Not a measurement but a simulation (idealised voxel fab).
The document below concerns the process module designated voxel ribs on slabs.
Cross-sectional view cut (width: 150 nm; square cell size: 5 nm).
Heads up, the way a cross-section reads in here is a grid of square cells, handed over as bands from the top down, with every band being one or more rows of cells. A band entry consists of two parts. The first gives the height of the band's top and the height of its bottom, in nm. The rest lists the band's materials from left to right, each with its width in nm. A single material labelled with the word "throughout" fills the band from edge to edge, and the word "empty" marks empty space. Ref level 0: as-received wafer is one material below here. Bottom band extends down with no lower bound ("0 -> down"). It should be noted that a width expressed as "30->40" varies in equal increments from row to row of cells within the band, taking the value of the first number at the top row and that of the second number at the bottom row. Any step labelled "no change occurred" changed none of the cells in the cross-section. "Closed cavities": empty spaces of 8 cells or more with no open way to the top, each given as width x height at distance, distance from the left edge, all in nm. after a step's settings: what the simulator itself notes on the step. overlay nm: on a step with a mask, how far right of its planned place the mask lay; negative means left.
**Listed below are the process steps as planned**
1: RECEIVE, material Si
2: DIRECTIONAL_DEP, material SiO2, thk nm 30
3: DIRECTIONAL_DEP, material SiN, thk nm 15
4: MASKED_ETCH, tone cover, mask id RIB, width nm 30, etch materials SiN, depth nm 5, overlay nm 0
5: PATTERN, tone cover, mask id SLAB, material resist, width nm 60, thk nm 20, overlay nm 0
6: DIRECTIONAL_ETCH, etch materials SiN, depth nm 10
7: STRIP, etch materials resist
8: FILL_DEP, material SiO2, thk nm 20
9: CMP, height nm 55
10: DIRECTIONAL_DEP, material TiN, thk nm 10
11: MASKED_ETCH, tone cover, mask id HEATER, width nm 40, etch materials TiN, depth nm 10, overlay nm 0
12: CONFORMAL_DEP, material SiO2, thk nm 5
**As-received state of the wafer in cross-section, equivalent to post-step 1**
0 -> down | Si throughout
Closed cavities: none
**End-of-module XS, first of two wafers, run as planned**
70 -> 65 | empty 50 nm / SiO2 50 nm / empty 50 nm
65 -> 60 | empty 50 nm / SiO2 5 nm / TiN 40 nm / SiO2 5 nm / empty 50 nm
60 -> 55 | SiO2 55 nm / TiN 40 nm / SiO2 55 nm
55 -> 45 | SiO2 throughout
45 -> 40 | SiO2 60 nm / SiN 30 nm / SiO2 60 nm
40 -> 30 | SiO2 45 nm / SiN 60 nm / SiO2 45 nm
30 -> 0 | SiO2 throughout
0 -> down | Si throughout
Closed cavities: none
**Wafer two, sectioned after the module: the first wafer's start, the first wafer's plan, and one mistake in how it was run**
70 -> 65 | empty 50 nm / SiO2 50 nm / empty 50 nm
65 -> 60 | empty 50 nm / SiO2 5 nm / TiN 40 nm / SiO2 5 nm / empty 50 nm
60 -> 55 | SiO2 55 nm / TiN 40 nm / SiO2 55 nm
55 -> 45 | SiO2 throughout
45 -> 40 | SiO2 50 nm / SiN 30 nm / SiO2 70 nm
40 -> 30 | SiO2 45 nm / SiN 60 nm / SiO2 45 nm
30 -> 0 | SiO2 throughout
0 -> down | Si throughout
Closed cavities: none
Here's what went sideways: in deviation from the planned setting, step 4 was conducted as MASKED_ETCH, tone cover, mask id RIB, width nm 30, etch materials SiN, depth nm 5, overlay nm -10
Final wafers compared: equal cell tally per material, rearranged layout.
